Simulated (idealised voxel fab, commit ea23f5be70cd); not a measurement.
The process module presented herein is designated voxel ribs on slabs.
205 nm wide, 5 nm square cells: that's cross-section cut.
Cross-section, as written here: a square-cell grid given band by band from the top down, where a band holds one or more rows of cells.
Per band: top height and bottom height in nm, followed by the left-to-right materials and their widths in nm; "full width" marks a single material spanning edge to edge, "blank" marks empty space.
Height 0 is the level under which the wafer as received is all one material. The lowest band goes on downwards, as in "0..down".
With a width like "30 to 40", each row of cells in the band differs from the next by the same amount, the top row carrying the first number and the bottom row the second.
Any step labelled "remained unchanged" changed none of the cells in the cross-section.
Heads up: "Closed void list" only lists the empty pockets with no open path to the top that are 8 cells or more, and it writes them as width x height at distance, distance from the left edge, in nm.
Note: text after step settings on the step line = simulator remark on that step.
Among the settings permitted on a step's line is "overlay nm"; applied to a step with a mask, it specifies the extent to which the mask lay to the right of its planned position, whereas a negative figure signifies a position to the left.
**These are the steps we planned for the process**
| 1 | RECEIVE: material Si |
| 2 | DIRECTIONAL_DEP: material SiO2, thk nm 30 |
| 3 | DIRECTIONAL_DEP: material polySi, thk nm 15 |
| 4 | PATTERN: tone cover, mask id RIB, material resist, width nm 30, thk nm 20, overlay nm 0 |
| 5 | DIRECTIONAL_ETCH: etch materials polySi, depth nm 5 |
| 6 | STRIP: etch materials resist |
| 7 | PATTERN: tone cover, mask id SLAB, material resist, width nm 80, thk nm 20, overlay nm 0 |
| 8 | DIRECTIONAL_ETCH: etch materials polySi, depth nm 10 |
| 9 | STRIP: etch materials resist |
| 10 | FILL_DEP: material SiO2, thk nm 20 |
| 11 | CMP: height nm 60 |
| 12 | DIRECTIONAL_DEP: material TiN, thk nm 10 |
| 13 | DIRECTIONAL_DEP: material aC, thk nm 15 |
| 14 | PATTERN: tone cover, mask id HEATER, material resist, width nm 40, thk nm 35, overlay nm 0 |
| 15 | DIRECTIONAL_ETCH: etch materials aC, depth nm 15 |
| 16 | STRIP: etch materials resist |
| 17 | DIRECTIONAL_ETCH: etch materials TiN, depth nm 10 |
| 18 | STRIP: etch materials aC |
| 19 | CONFORMAL_DEP: material SiN, thk nm 5 |
**So, the first of our two wafers, run just as we planned it**
**So this is the incoming wafer in cross-section - it's already been through step 1**
- 0..down  Si full width
- Closed void list: none
**Sectional view: wafer, after step 2**
- 30..0  SiO2 full width
- Under 0: no change, same as before.
**Sectional view: wafer, after step 3**
- 45..30  polySi full width
- Under 30: no change, same as before.
**Sectional view: wafer, after step 4**
- 65..45  blank 85 nm  resist 30 nm  blank 90 nm
- Under 45: no change, same as before.
**Sectional view: wafer, after step 5**
- 65..45  blank 85 nm  resist 30 nm  blank 90 nm
- 45..40  blank 85 nm  polySi 30 nm  blank 90 nm
- Under 40: no change, same as before.
**Sectional view: wafer, after step 6**
- 45..40  blank 85 nm  polySi 30 nm  blank 90 nm
- Under 40: no change, same as before.
**Sectional view: wafer, after step 7**
- 65..45  blank 60 nm  resist 80 nm  blank 65 nm
- 45..40  blank 60 nm  resist 25 nm  polySi 30 nm  resist 25 nm  blank 65 nm
- Under 40: no change, same as before.
**Sectional view: wafer, after step 8**
- 65..45  blank 60 nm  resist 80 nm  blank 65 nm
- 45..40  blank 60 nm  resist 25 nm  polySi 30 nm  resist 25 nm  blank 65 nm
- 40..30  blank 60 nm  polySi 80 nm  blank 65 nm
- Under 30: no change, same as before.
**Sectional view: wafer, after step 9**
- 45..40  blank 85 nm  polySi 30 nm  blank 90 nm
- Under 40: no change, same as before.
**Sectional view: wafer, after step 10**
- 65..45  SiO2 full width
- 45..40  SiO2 85 nm  polySi 30 nm  SiO2 90 nm
- 40..30  SiO2 60 nm  polySi 80 nm  SiO2 65 nm
- Under 30: no change, same as before.
**Sectional view: wafer, after step 11**
- 60..45  SiO2 full width
- Under 45: no change, same as before.
**Sectional view: wafer, after step 12**
- 70..60  TiN full width
- Under 60: no change, same as before.
**Sectional view: wafer, after step 13**
- 85..70  aC full width
- Under 70: no change, same as before.
**Sectional view: wafer, after step 14**
- 120..85  blank 80 nm  resist 40 nm  blank 85 nm
- Under 85: no change, same as before.
**Sectional view: wafer, after step 15**
- 105..85  blank 80 nm  resist 40 nm  blank 85 nm
- 85..70  blank 80 nm  aC 40 nm  blank 85 nm
- Under 70: no change, same as before.
**Sectional view: wafer, after step 16**
- 85..70  blank 80 nm  aC 40 nm  blank 85 nm
- Under 70: no change, same as before.
**Sectional view: wafer, after step 17**
- 85..70  blank 80 nm  aC 40 nm  blank 85 nm
- 70..60  blank 80 nm  TiN 40 nm  blank 85 nm
- Under 60: no change, same as before.
**Sectional view: wafer, after step 18**
- 70..60  blank 80 nm  TiN 40 nm  blank 85 nm
- Under 60: no change, same as before.
**Sectional view: wafer, after step 19**
- 75..70  blank 75 nm  SiN 50 nm  blank 80 nm
- 70..65  blank 75 nm  SiN 5 nm  TiN 40 nm  SiN 5 nm  blank 80 nm
- 65..60  SiN 80 nm  TiN 40 nm  SiN 85 nm
- Under 60: no change, same as before.
**Second Wafer (Identical Start and Plan, One Processing Error; Matches First Wafer Through Step 1)**
**Planned end of step 2: second wafer, cross-section**
- 35..0  SiO2 full width
- Under 0: no change, same as before.
**Planned end of step 3: second wafer, cross-section**
- 50..35  polySi full width
- Under 35: no change, same as before.
**Planned end of step 4: second wafer, cross-section**
- 70..50  blank 85 nm  resist 30 nm  blank 90 nm
- Under 50: no change, same as before.
**Planned end of step 5: second wafer, cross-section**
- 70..50  blank 85 nm  resist 30 nm  blank 90 nm
- 50..45  blank 85 nm  polySi 30 nm  blank 90 nm
- Under 45: no change, same as before.
**Planned end of step 6: second wafer, cross-section**
- 50..45  blank 85 nm  polySi 30 nm  blank 90 nm
- Under 45: no change, same as before.
**Planned end of step 7: second wafer, cross-section**
- 70..50  blank 60 nm  resist 80 nm  blank 65 nm
- 50..45  blank 60 nm  resist 25 nm  polySi 30 nm  resist 25 nm  blank 65 nm
- Under 45: no change, same as before.
**Planned end of step 8: second wafer, cross-section**
- 70..50  blank 60 nm  resist 80 nm  blank 65 nm
- 50..45  blank 60 nm  resist 25 nm  polySi 30 nm  resist 25 nm  blank 65 nm
- 45..35  blank 60 nm  polySi 80 nm  blank 65 nm
- Under 35: no change, same as before.
**Planned end of step 9: second wafer, cross-section**
- 50..45  blank 85 nm  polySi 30 nm  blank 90 nm
- Under 45: no change, same as before.
**Planned end of step 10: second wafer, cross-section**
- 70..50  SiO2 full width
- 50..45  SiO2 85 nm  polySi 30 nm  SiO2 90 nm
- 45..35  SiO2 60 nm  polySi 80 nm  SiO2 65 nm
- Under 35: no change, same as before.
**Planned end of step 11: second wafer, cross-section**
- 60..50  SiO2 full width
- Under 50: no change, same as before.
**Planned end of step 12: second wafer, cross-section**
- 70..60  TiN full width
- Under 60: no change, same as before.
**Planned end of step 13: second wafer, cross-section**
- 85..70  aC full width
- Under 70: no change, same as before.
**Planned end of step 14: second wafer, cross-section**
- 120..85  blank 80 nm  resist 40 nm  blank 85 nm
- Under 85: no change, same as before.
**Planned end of step 15: second wafer, cross-section**
- 105..85  blank 80 nm  resist 40 nm  blank 85 nm
- 85..70  blank 80 nm  aC 40 nm  blank 85 nm
- Under 70: no change, same as before.
**Planned end of step 16: second wafer, cross-section**
- 85..70  blank 80 nm  aC 40 nm  blank 85 nm
- Under 70: no change, same as before.
**Planned end of step 17: second wafer, cross-section**
- 85..70  blank 80 nm  aC 40 nm  blank 85 nm
- 70..60  blank 80 nm  TiN 40 nm  blank 85 nm
- Under 60: no change, same as before.
**Planned end of step 18: second wafer, cross-section**
- 70..60  blank 80 nm  TiN 40 nm  blank 85 nm
- Under 60: no change, same as before.
**Planned end of step 19: second wafer, cross-section**
- 75..70  blank 75 nm  SiN 50 nm  blank 80 nm
- 70..65  blank 75 nm  SiN 5 nm  TiN 40 nm  SiN 5 nm  blank 80 nm
- 65..60  SiN 80 nm  TiN 40 nm  SiN 85 nm
- Under 60: no change, same as before.
Where did the run depart from the plan? in deviation from the planned setting, step 2 was conducted as DIRECTIONAL_DEP: material SiO2, thk nm 35
Upon completion, the cell count for each material on the second wafer equals that on the first, whereas the spatial distribution of those cells differs.
